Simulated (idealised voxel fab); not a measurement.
The process module that follows is named voxel self aligned contacts.
This is section cut - it's 225 nm across, gridded in 5 nm square cells.
Cross-section spec: square-cell grid; bands listed top down; each band is one or more rows.
Top, bottom (nm), then materials left to right with widths (nm); lone material tagged "all across" fills the whole band edge to edge; "blank" = empty space.
Heads up on the height convention: 0 is the point under which the incoming wafer is all one material, and the lowest band has no bottom, it just keeps going down, like "0 and below".
Read "30 to 40" as a graded width: first number on top, second number at the bottom, same change between each pair of neighbouring rows.
Where the words "no change occurred" appear for a step, the cross-section shows no cell changed by that step; every cell remained as before.
What "Completely enclosed voids" gives you is every empty space of 8 cells or more that is cut off from the top. Each appears as width x height at distance, with the distance taken from the left edge and width, height and distance all in nm.
Post-settings text on a step line: simulator's own remark regarding the step.
"overlay nm", when on a step's line for a step with a mask, measures how far to the right of its planned place the mask lay; a negative measure means to the left.

Set out below are the planned steps of the process:
1 RECEIVE with material Si
2 OXIDIZE with depth nm 5
3 DIRECTIONAL_DEP with material polySi, thk nm 30
4 DIRECTIONAL_DEP with material SiN, thk nm 15
5 MASKED_ETCH with tone cover, mask id GATE, width nm 20, pitch nm 55, etch materials SiN, depth nm 15, overlay nm 0
6 MASKED_ETCH with tone cover, mask id GATE, width nm 30, pitch nm 55, etch materials polySi, depth nm 30, overlay nm 0
7 CONFORMAL_DEP with material SiN, thk nm 5
8 DIRECTIONAL_ETCH with etch materials SiN, depth nm 5
9 FILL_DEP with material SiO2, thk nm 20
10 CMP with height nm 55
11 MASKED_ETCH with tone open, mask id CONTACT, width nm 35, pitch nm 55, etch materials SiO2, depth nm 60, overlay nm 0
12 CONFORMAL_DEP with material TiN, thk nm 5
13 FILL_DEP with material W, thk nm 10
14 CMP with height nm 55
15 CONFORMAL_DEP with material SiN, thk nm 5
The plan shows the width nm of step 5 as the first wafer had it; this setting differs between the wafers, which start out alike.

Cross-section, first of several wafers, as delivered after step 1:
- 0 and below: Si all across
- Completely enclosed voids: none

Here is how to read the rows: every wafer has a row, and it shows the wafer at the end of the module, giving for each material how many cells were gained (+) or lost (-) since the wafer was received, then listing its closed voids:
width nm 20, -45 Si, +135 SiN, +242 SiO2, +58 TiN, +42 W, +108 polySi, Completely enclosed voids: none
width nm 25, -45 Si, +144 SiN, +239 SiO2, +58 TiN, +36 W, +108 polySi, Completely enclosed voids: none
width nm 30, -45 Si, +153 SiN, +236 SiO2, +58 TiN, +30 W, +108 polySi, Completely enclosed voids: none
width nm 35, -45 Si, +162 SiN, +229 SiO2, +58 TiN, +10 W, +126 polySi, Completely enclosed voids: none
width nm 40, -45 Si, +171 SiN, +222 SiO2, +38 TiN, +10 W, +144 polySi, Completely enclosed voids: none
